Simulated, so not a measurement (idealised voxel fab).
Herein follows the process module entitled voxel gate over fins.
The cross-section shown here is cut; it is 275 nm wide and divided into square cells measuring 5 nm on a side.
Heads up, the way a cross-section reads in here is a grid of square cells, handed over as bands from the top down, with every band being one or more rows of cells.
Band entry format. Leading values: height of top, height of bottom, nm. Remainder: materials in left-to-right order, each with its width in nm. Special words: "everywhere" on a single material, which then fills the band edge to edge; "blank", empty space.
Counting heights begins at 0, where everything beneath is, in the wafer as received, one material. The lowest band has no bottom; it goes on downwards, as "top 0, no bottom" shows.
A width such as "30->40" changes by the same amount from each row of cells to the next, from the band's top row to its bottom row.
Where the words "remained unchanged" appear for a step, the cross-section shows no cell changed by that step; every cell remained as before.
Voids not open to the top, 8 cells minimum: see "Enclosed void inventory". Written width x height at distance; distance is from the left edge; nm.
Anything after a step's settings on that line? It's the simulator's own note about the step.
If you see "overlay nm" on a step's line and that step has a mask, it's telling you how far right of where it was planned the mask ended up; a negative number means it went left instead.

The steps planned for the process are as follows
1. RECEIVE (material Si)
2. CONFORMAL_DEP (material SiN; thk nm 10)
3. DIRECTIONAL_DEP (material aC; thk nm 15)
4. PATTERN (tone cover; mask id FINS; material resist; width nm 15; pitch nm 50; thk nm 35; overlay nm 0)
5. DIRECTIONAL_ETCH (etch materials aC; depth nm 15)
6. STRIP (etch materials resist)
7. DIRECTIONAL_ETCH (etch materials SiN; depth nm 10)
8. DIRECTIONAL_ETCH (etch materials Si; depth nm 40)
9. STRIP (etch materials aC)
10. OXIDIZE (depth nm 5)
11. FILL_DEP (material SiO2; thk nm 15)
12. CMP (height nm 10)
13. MASKED_ETCH (tone open; mask id RAIL; width nm 15; etch materials SiO2; depth nm 45; overlay nm 0)
14. CONFORMAL_DEP (material TiN; thk nm 5)
15. FILL_DEP (material W; thk nm 10)
16. CMP (height nm 10)
17. SELECTIVE_ETCH (etch materials W Ru TiN; depth nm 30)
18. FILL_DEP (material SiO2; thk nm 5)
19. CMP (height nm 10)
20. SELECTIVE_ETCH (etch materials SiO2; depth nm 20)
21. STRIP (etch materials SiN)
22. CONFORMAL_DEP (material HfO2; thk nm 5)
23. CONFORMAL_DEP (material TiN; thk nm 5)
24. CONFORMAL_DEP (material TiAl; thk nm 5)
25. CONFORMAL_DEP (material TiN; thk nm 5)
26. FILL_DEP (material W; thk nm 15)
27. CMP (height nm 30)
28. CONFORMAL_DEP (material SiCN; thk nm 10)

Cross-sectional view of the wafer in its as-received condition, corresponding to the state after step 1
    top 0, no bottom  Si everywhere
    Enclosed void inventory: none

The following cross-section depicts the wafer upon conclusion of the module. Processing commenced from the starting condition illustrated above and adhered to the plan illustrated above, save for one mistake in execution
    top 40, bottom 30  SiCN everywhere
    top 30, bottom 20  W everywhere
    top 20, bottom 15  TiN everywhere
    top 15, bottom 10  TiAl everywhere
    top 10, bottom 5  TiN: 110, TiAl: 5, TiN: 45, TiAl: 5, TiN: 110
    top 5, bottom 0  HfO2: 105, TiN: 5, TiAl: 5, TiN: 5, HfO2: 35, TiN: 5, TiAl: 5, TiN: 5, HfO2: 105
    top 0, bottom -5  Si: 100, HfO2: 5, TiN: 15, HfO2: 5, Si: 25, HfO2: 5, TiN: 15, HfO2: 5, Si: 100
    top -5, bottom -10  Si: 100, HfO2: 25, Si: 25, HfO2: 25, Si: 100
    top -10, bottom -45  Si: 100, SiO2: 25, Si: 25, SiO2: 25, Si: 100
    top -45, no bottom  Si everywhere
    Enclosed void inventory: none
Where did the run depart from the plan? rather than as planned, step 4 actually ran as PATTERN (tone open; mask id FINS; material resist; width nm 15; pitch nm 50; thk nm 35; overlay nm 0)
